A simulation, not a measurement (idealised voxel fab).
process module | voxel wiring stack
cross-section cut | 235 nm wide | cells 5 nm
A cross-section is a grid of square cells, given in bands from the top down. A band is one or more rows of cells.
Each band's line starts with the height of the band's top and of its bottom, in nm. Then come its materials from left to right, each with its width in nm. One material with "throughout" fills the band from edge to edge. "air" is empty space.
Height 0 is the level under which the wafer as received is all one material. The lowest band goes on downwards, as in "0 down".
A width such as "30 to 40" changes by the same amount from each row of cells to the next, from the band's top row to its bottom row.
"no change" after a step means that no cell of the cross-section changed.
closed voids: empty space of 8 cells or more with no open way to the top, each as width x height at its distance from the left edge, in nm
after a step's settings: what the simulator itself notes on the step
overlay nm, on a step with a mask: how far to the right of its planned place the mask lay; to the left if negative
plan
1 op RECEIVE | material Si
2 op CONFORMAL_DEP | material SiO2 | thk nm 15
3 op DIRECTIONAL_DEP | material TiN | thk nm 5
4 op DIRECTIONAL_DEP | material W | thk nm 15
5 op PATTERN | tone cover | mask id METAL_1 | material resist | width nm 25 | pitch nm 55 | thk nm 20 | overlay nm 0
6 op DIRECTIONAL_ETCH | etch materials W | depth nm 15
7 op DIRECTIONAL_ETCH | etch materials TiN | depth nm 5
8 op STRIP | etch materials resist
9 op CONFORMAL_DEP | material SiN | thk nm 5
10 op FILL_DEP | material lowk | thk nm 10
11 op CMP | height nm 35
12 op CONFORMAL_DEP | material SiCN | thk nm 5
13 op DIRECTIONAL_DEP | material SiO2 | thk nm 10
14 op DIRECTIONAL_DEP | material aC | thk nm 10
15 op PATTERN | tone open | mask id PLUG_1 | material resist | width nm 15 | pitch nm 110 | thk nm 30 | overlay nm 0
16 op DIRECTIONAL_ETCH | etch materials aC | depth nm 10
17 op STRIP | etch materials resist
18 op DIRECTIONAL_ETCH | etch materials SiO2 | depth nm 20
19 op DIRECTIONAL_ETCH | etch materials SiCN | depth nm 5
20 op STRIP | etch materials aC
21 op CONFORMAL_DEP | material TiN | thk nm 5
22 op FILL_DEP | material Ru | thk nm 5
23 op CMP | height nm 60
24 op DIRECTIONAL_DEP | material TiN | thk nm 5
25 op DIRECTIONAL_DEP | material Ru | thk nm 25
26 op PATTERN | tone cover | mask id METAL_2 | material resist | width nm 25 | pitch nm 55 | thk nm 20 | overlay nm 0
27 op DIRECTIONAL_ETCH | etch materials Ru | depth nm 25
28 op DIRECTIONAL_ETCH | etch materials TiN | depth nm 5
29 op STRIP | etch materials resist
30 op FILL_DEP | material SiO2 | thk nm 5
31 op CMP | height nm 90
32 op CONFORMAL_DEP | material SiCN | thk nm 5
33 op DIRECTIONAL_DEP | material lowk | thk nm 25
34 op MASKED_ETCH | tone open | mask id METAL_3_HOLES | width nm 15 | pitch nm 110 | etch materials lowk | depth nm 25 | overlay nm 0
35 op PATTERN | tone open | mask id METAL_3 | material resist | width nm 25 | pitch nm 55 | thk nm 20 | overlay nm 0
36 op DIRECTIONAL_ETCH | etch materials lowk | depth nm 15
37 op DIRECTIONAL_ETCH | etch materials SiCN | depth nm 5
38 op STRIP | etch materials resist
39 op CONFORMAL_DEP | material TiN | thk nm 5
40 op FILL_DEP | material Cu | thk nm 10
41 op CMP | height nm 120
42 op CONFORMAL_DEP | material SiCN | thk nm 5
43 op DIRECTIONAL_DEP | material SiO2 | thk nm 15
44 op PATTERN | tone open | mask id PLUG_3 | material resist | width nm 15 | pitch nm 55 | thk nm 20 | overlay nm 0
45 op DIRECTIONAL_ETCH | etch materials SiO2 | depth nm 15
46 op DIRECTIONAL_ETCH | etch materials SiCN | depth nm 5
47 op STRIP | etch materials resist
48 op EPI | material Ru | thk nm 10
49 op EPI | material Ru | thk nm 10
50 op CONFORMAL_DEP | material SiCN | thk nm 5
51 op DIRECTIONAL_DEP | material lowk | thk nm 15
52 op MASKED_ETCH | tone open | mask id METAL_4 | width nm 25 | pitch nm 55 | etch materials lowk | depth nm 15 | overlay nm 0
53 op MASKED_ETCH | tone open | mask id METAL_4 | width nm 25 | pitch nm 55 | etch materials SiCN | depth nm 5 | overlay nm 0
54 op CONFORMAL_DEP | material TiN | thk nm 5
55 op FILL_DEP | material Cu | thk nm 10
56 op CMP | height nm 160
57 op EPI | material Ru | thk nm 5
58 op FILL_DEP | material SiCN | thk nm 5
varied across the wafers: thk nm of step 13. The plan shows the first wafer's value. All wafers start alike
first wafer as received, after step 1
  0 down: Si throughout
  closed voids: none
each wafer at the end: cells of each material gained (+) or lost (-) since it was received, then its closed voids
thk nm 10 | +66 Cu | +229 Ru | +210 SiCN | +51 SiN | +490 SiO2 | +191 TiN | +60 W | +301 lowk | closed voids: none
thk nm 15 | +66 Cu | +184 Ru | +210 SiCN | +51 SiN | +531 SiO2 | +195 TiN | +60 W | +301 lowk | closed voids: none
thk nm 20 | +66 Cu | +184 Ru | +210 SiCN | +51 SiN | +572 SiO2 | +154 TiN | +60 W | +301 lowk | closed voids: none
thk nm 25 | +66 Cu | +180 Ru | +216 SiCN | +51 SiN | +578 SiO2 | +146 TiN | +60 W | +301 lowk | closed voids: none
thk nm 30 | +66 Cu | +178 Ru | +216 SiCN | +51 SiN | +584 SiO2 | +142 TiN | +60 W | +301 lowk | closed voids: none
thk nm 35 | +66 Cu | +176 Ru | +216 SiCN | +51 SiN | +590 SiO2 | +138 TiN | +60 W | +301 lowk | closed voids: none
